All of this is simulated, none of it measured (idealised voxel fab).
The process module presented herein is designated voxel capacitor over wiring.
The cross-section on display is named cut; it measures 270 nm wide, and its cells are 5 nm squares.
A cross-section is a grid of square cells, given in bands from the top down. A band is one or more rows of cells. First you get the band's top height and its bottom height, in nm, and then the materials it's made of, left to right, with each width in nm. If you see a single material with "everywhere", that one covers the band edge to edge. "air" is empty space. Heights are reckoned from 0. Under this level, the received wafer is all of one material. The bottommost band is open-ended downward, for example "from 0 down". A width such as "30..40" changes by the same amount from each row of cells to the next, from the band's top row to its bottom row. A step reported as "all unchanged" is a step in which no cell of the cross-section changed. Entry "Closed void table" = empty spaces >= 8 cells with no open way to the top; each as width x height at distance, distance from left edge, all nm. Past the settings on a step's line: simulator remark, on that step. overlay nm: mask right of planned place by this much (step with mask). Neg. = left. From here on the document is pairs. In a pair, the cross-section before one process step comes with the cross-section after it, and the latter goes no deeper than the lowest band that changed. What lies in between, the step and its settings, is written under the pair. A pair may be from a different run of this module on the same starting wafer than the pair above it, so it continues from that pair only where its entry headed "Prior to processing" says so.

# Prior to processing
* from 35 to 20  75 of air; 25 of lowk; 70 of air; 25 of lowk; 75 of air
* from 20 to 15  75 of air; 25 of SiCN; 70 of air; 25 of SiCN; 75 of air
* from 15 to 0  SiO2 everywhere
* from 0 down  Si everywhere
* Closed void table: none

# After the Step
* from 40 to 35  70 of air; 35 of TiN; 60 of air; 35 of TiN; 70 of air
* from 35 to 20  70 of air; 5 of TiN; 25 of lowk; 5 of TiN; 60 of air; 5 of TiN; 25 of lowk; 5 of TiN; 70 of air
* from 20 to 15  75 of TiN; 25 of SiCN; 70 of TiN; 25 of SiCN; 75 of TiN
* Note: structure below 15 unchanged.
* Closed void table: none
The step carried out between the cross-section before it and the cross-section after it, both shown above, is CONFORMAL_DEP, material TiN, thk nm 5

Prior to processing: The pre-step condition corresponds to the post-step cross-section depicted in the pair directly above.

# After the Step
* from 50 to 40  W everywhere
* from 40 to 35  70 of W; 35 of TiN; 60 of W; 35 of TiN; 70 of W
* from 35 to 20  70 of W; 5 of TiN; 25 of lowk; 5 of TiN; 60 of W; 5 of TiN; 25 of lowk; 5 of TiN; 70 of W
* Note: structure below 20 unchanged.
* Closed void table: none
The step carried out between the cross-section before it and the cross-section after it, both shown above, is FILL_DEP, material W, thk nm 10

Prior to processing: The pre-step condition corresponds to the post-step cross-section depicted in the pair directly above.

# After the Step
* from 35 to 20  70 of W; 5 of TiN; 25 of lowk; 5 of TiN; 60 of W; 5 of TiN; 25 of lowk; 5 of TiN; 70 of W
* Note: structure below 20 unchanged.
* Closed void table: none
The step carried out between the cross-section before it and the cross-section after it, both shown above, is CMP, height nm 35

Prior to processing: The pre-step condition corresponds to the post-step cross-section depicted in the pair directly above.

# After the Step
* from 40 to 35  80 of Ru; 15 of air; 80 of Ru; 15 of air; 80 of Ru
* Note: structure below 35 unchanged.
* Closed void table: none
The step carried out between the cross-section before it and the cross-section after it, both shown above, is EPI, material Ru, thk nm 5

Prior to processing: The pre-step condition corresponds to the post-step cross-section depicted in the pair directly above.

# After the Step
* from 45 to 40  SiCN everywhere
* from 40 to 35  80 of Ru; 15 of SiCN; 80 of Ru; 15 of SiCN; 80 of Ru
* Note: structure below 35 unchanged.
* Closed void table: none
The step carried out between the cross-section before it and the cross-section after it, both shown above, is FILL_DEP, material SiCN, thk nm 5

Prior to processing: The pre-step condition corresponds to the post-step cross-section depicted in the pair directly above.

# After the Step
* from 60 to 45  SiO2 everywhere
* Note: structure below 45 unchanged.
* Closed void table: none
The step carried out between the cross-section before it and the cross-section after it, both shown above, is DIRECTIONAL_DEP, material SiO2, thk nm 15

Prior to processing: The pre-step condition corresponds to the post-step cross-section depicted in the pair directly above.

# After the Step
* from 60 to 45  85 of SiO2; 15 of air; 170 of SiO2
* Note: structure below 45 unchanged.
* Closed void table: none
The step carried out between the cross-section before it and the cross-section after it, both shown above, is MASKED_ETCH, tone open, mask id PLUG_1, width nm 15, etch materials SiO2, depth nm 15, overlay nm 0

Prior to processing: The pre-step condition corresponds to the post-step cross-section depicted in the pair directly above.

# After the Step
* from 60 to 45  85 of SiO2; 15 of air; 170 of SiO2
* from 45 to 40  85 of SiCN; 15 of air; 170 of SiCN
* Note: structure below 40 unchanged.
* Closed void table: none
The step carried out between the cross-section before it and the cross-section after it, both shown above, is MASKED_ETCH, tone open, mask id PLUG_1, width nm 15, etch materials SiCN, depth nm 5, overlay nm 0

Prior to processing: The pre-step condition corresponds to the post-step cross-section depicted in the pair directly above.

# After the Step
* from 60 to 50  85 of SiO2; 15 of air; 170 of SiO2
* from 50 to 45  85 of SiO2; 15 of Ru; 170 of SiO2
* from 45 to 40  85 of SiCN; 15 of Ru; 170 of SiCN
* Note: structure below 40 unchanged.
* Closed void table: none
The step carried out between the cross-section before it and the cross-section after it, both shown above, is EPI, material Ru, thk nm 10

Prior to processing: The pre-step condition corresponds to the post-step cross-section depicted in the pair directly above.

# After the Step
* from 60 to 45  85 of SiO2; 15 of Ru; 170 of SiO2
* Note: structure below 45 unchanged.
* Closed void table: none
The step carried out between the cross-section before it and the cross-section after it, both shown above, is EPI, material Ru, thk nm 10

Prior to processing: The pre-step condition corresponds to the post-step cross-section depicted in the pair directly above.

# After the Step
* from 65 to 60  TiN everywhere
* Note: structure below 60 unchanged.
* Closed void table: none
The step carried out between the cross-section before it and the cross-section after it, both shown above, is DIRECTIONAL_DEP, material TiN, thk nm 5

Prior to processing: The pre-step condition corresponds to the post-step cross-section depicted in the pair directly above.

# After the Step
* from 70 to 65  SiN everywhere
* Note: structure below 65 unchanged.
* Closed void table: none
The step carried out between the cross-section before it and the cross-section after it, both shown above, is DIRECTIONAL_DEP, material SiN, thk nm 5

Prior to processing: The pre-step condition corresponds to the post-step cross-section depicted in the pair directly above.

# After the Step
* from 80 to 70  TiN everywhere
* Note: structure below 70 unchanged.
* Closed void table: none
The step carried out between the cross-section before it and the cross-section after it, both shown above, is DIRECTIONAL_DEP, material TiN, thk nm 10

Prior to processing: The pre-step condition corresponds to the post-step cross-section depicted in the pair directly above.

# After the Step
* from 80 to 70  85 of air; 75 of TiN; 110 of air
* Note: structure below 70 unchanged.
* Closed void table: none
The step carried out between the cross-section before it and the cross-section after it, both shown above, is MASKED_ETCH, tone cover, mask id UPPER_PLATE, width nm 75, etch materials TiN, depth nm 10, overlay nm 0

Prior to processing: The pre-step condition corresponds to the post-step cross-section depicted in the pair directly above.

# After the Step
* from 80 to 70  85 of air; 75 of TiN; 110 of air
* from 70 to 65  85 of air; 75 of SiN; 110 of air
* Note: structure below 65 unchanged.
* Closed void table: none
The step carried out between the cross-section before it and the cross-section after it, both shown above, is MASKED_ETCH, tone cover, mask id UPPER_PLATE, width nm 75, etch materials SiN, depth nm 5, overlay nm 0

Prior to processing: The pre-step condition corresponds to the post-step cross-section depicted in the pair directly above.

# After the Step
* from 90 to 80  85 of air; 75 of aC; 110 of air
* from 80 to 75  85 of air; 75 of TiN; 110 of air
* from 75 to 70  85 of aC; 75 of TiN; 110 of aC
* from 70 to 65  85 of aC; 75 of SiN; 110 of aC
* Note: structure below 65 unchanged.
* Closed void table: none
The step carried out between the cross-section before it and the cross-section after it, both shown above, is DIRECTIONAL_DEP, material aC, thk nm 10

Prior to processing: The pre-step condition corresponds to the post-step cross-section depicted in the pair directly above.

# After the Step
* from 115 to 90  80 of air; 85 of resist; 105 of air
* from 90 to 80  80 of air; 5 of resist; 75 of aC; 5 of resist; 105 of air
* from 80 to 75  80 of air; 5 of resist; 75 of TiN; 5 of resist; 105 of air
* Note: structure below 75 unchanged.
* Closed void table: none
The step carried out between the cross-section before it and the cross-section after it, both shown above, is PATTERN, tone cover, mask id LOWER_PLATE, material resist, width nm 85, thk nm 25, overlay nm 0

Prior to processing: The pre-step condition corresponds to the post-step cross-section depicted in the pair directly above.

# After the Step
* from 105 to 90  80 of air; 85 of resist; 105 of air
* from 90 to 80  80 of air; 5 of resist; 75 of aC; 5 of resist; 105 of air
* from 80 to 75  80 of air; 5 of resist; 75 of TiN; 5 of resist; 105 of air
* from 75 to 70  80 of air; 5 of aC; 75 of TiN; 5 of aC; 105 of air
* from 70 to 65  80 of air; 5 of aC; 75 of SiN; 5 of aC; 105 of air
* Note: structure below 65 unchanged.
* Closed void table: none
The step carried out between the cross-section before it and the cross-section after it, both shown above, is DIRECTIONAL_ETCH, etch materials aC, depth nm 10

Prior to processing: The pre-step condition corresponds to the post-step cross-section depicted in the pair directly above.

# After the Step
* from 90 to 80  85 of air; 75 of aC; 110 of air
* from 80 to 75  85 of air; 75 of TiN; 110 of air
* Note: structure below 75 unchanged.
* Closed void table: none
The step carried out between the cross-section before it and the cross-section after it, both shown above, is STRIP, etch materials resist

Prior to processing: The pre-step condition corresponds to the post-step cross-section depicted in the pair directly above.

# After the Step
* from 90 to 80  85 of air; 75 of aC; 110 of air
* from 80 to 75  85 of air; 75 of TiN; 110 of air
* from 75 to 70  80 of air; 5 of aC; 75 of TiN; 5 of aC; 105 of air
* from 70 to 65  80 of air; 5 of aC; 75 of SiN; 5 of aC; 105 of air
* from 65 to 60  80 of air; 85 of TiN; 105 of air
* Note: structure below 60 unchanged.
* Closed void table: none
The step carried out between the cross-section before it and the cross-section after it, both shown above, is DIRECTIONAL_ETCH, etch materials TiN, depth nm 5

Prior to processing: The pre-step condition corresponds to the post-step cross-section depicted in the pair directly above.

# After the Step
* from 80 to 70  85 of air; 75 of TiN; 110 of air
* from 70 to 65  85 of air; 75 of SiN; 110 of air
* Note: structure below 65 unchanged.
* Closed void table: none
The step carried out between the cross-section before it and the cross-section after it, both shown above, is STRIP, etch materials aC

Prior to processing: The pre-step condition corresponds to the post-step cross-section depicted in the pair directly above.

# After the Step
* from 100 to 80  SiO2 everywhere
* from 80 to 70  85 of SiO2; 75 of TiN; 110 of SiO2
* from 70 to 65  85 of SiO2; 75 of SiN; 110 of SiO2
* from 65 to 60  80 of SiO2; 85 of TiN; 105 of SiO2
* Note: structure below 60 unchanged.
* Closed void table: none
The step carried out between the cross-section before it and the cross-section after it, both shown above, is FILL_DEP, material SiO2, thk nm 20

Prior to processing: The pre-step condition corresponds to the post-step cross-section depicted in the pair directly above.

# After the Step
* from 95 to 80  SiO2 everywhere
* Note: structure below 80 unchanged.
* Closed void table: none
The step carried out between the cross-section before it and the cross-section after it, both shown above, is CMP, height nm 95

Prior to processing: The pre-step condition corresponds to the post-step cross-section depicted in the pair directly above.

# After the Step
* from 115 to 95  95 of resist; 15 of air; 160 of resist
* Note: structure below 95 unchanged.
* Closed void table: none
The step carried out between the cross-section before it and the cross-section after it, both shown above, is PATTERN, tone open, mask id PLUG_2, material resist, width nm 15, thk nm 20, overlay nm 0

Prior to processing: The pre-step condition corresponds to the post-step cross-section depicted in the pair directly above.

# After the Step
* from 115 to 95  95 of resist; 15 of air; 160 of resist
* from 95 to 80  95 of SiO2; 15 of air; 160 of SiO2
* Note: structure below 80 unchanged.
* Closed void table: none
The step carried out between the cross-section before it and the cross-section after it, both shown above, is DIRECTIONAL_ETCH, etch materials SiO2, depth nm 15

Prior to processing: The pre-step condition corresponds to the post-step cross-section depicted in the pair directly above.

# After the Step
* from 95 to 80  95 of SiO2; 15 of air; 160 of SiO2
* Note: structure below 80 unchanged.
* Closed void table: none
The step carried out between the cross-section before it and the cross-section after it, both shown above, is STRIP, etch materials resist

Prior to processing: The pre-step condition corresponds to the post-step cross-section depicted in the pair directly above.

# After the Step
* from 100 to 95  100 of TiN; 5 of air; 165 of TiN
* from 95 to 85  95 of SiO2; 5 of TiN; 5 of air; 5 of TiN; 160 of SiO2
* from 85 to 80  95 of SiO2; 15 of TiN; 160 of SiO2
* Note: structure below 80 unchanged.
* Closed void table: none
The step carried out between the cross-section before it and the cross-section after it, both shown above, is CONFORMAL_DEP, material TiN, thk nm 5

Prior to processing: The pre-step condition corresponds to the post-step cross-section depicted in the pair directly above.

# After the Step
* from 110 to 100  W everywhere
* from 100 to 95  100 of TiN; 5 of W; 165 of TiN
* from 95 to 85  95 of SiO2; 5 of TiN; 5 of W; 5 of TiN; 160 of SiO2
* Note: structure below 85 unchanged.
* Closed void table: none
The step carried out between the cross-section before it and the cross-section after it, both shown above, is FILL_DEP, material W, thk nm 10

Prior to processing: The pre-step condition corresponds to the post-step cross-section depicted in the pair directly above.

# After the Step
* from 95 to 85  95 of SiO2; 5 of TiN; 5 of W; 5 of TiN; 160 of SiO2
* Note: structure below 85 unchanged.
* Closed void table: none
The step carried out between the cross-section before it and the cross-section after it, both shown above, is CMP, height nm 95

Prior to processing: The pre-step condition corresponds to the post-step cross-section depicted in the pair directly above.

# After the Step
* from 100 to 95  SiCN everywhere
* Note: structure below 95 unchanged.
* Closed void table: none
The step carried out between the cross-section before it and the cross-section after it, both shown above, is CONFORMAL_DEP, material SiCN, thk nm 5
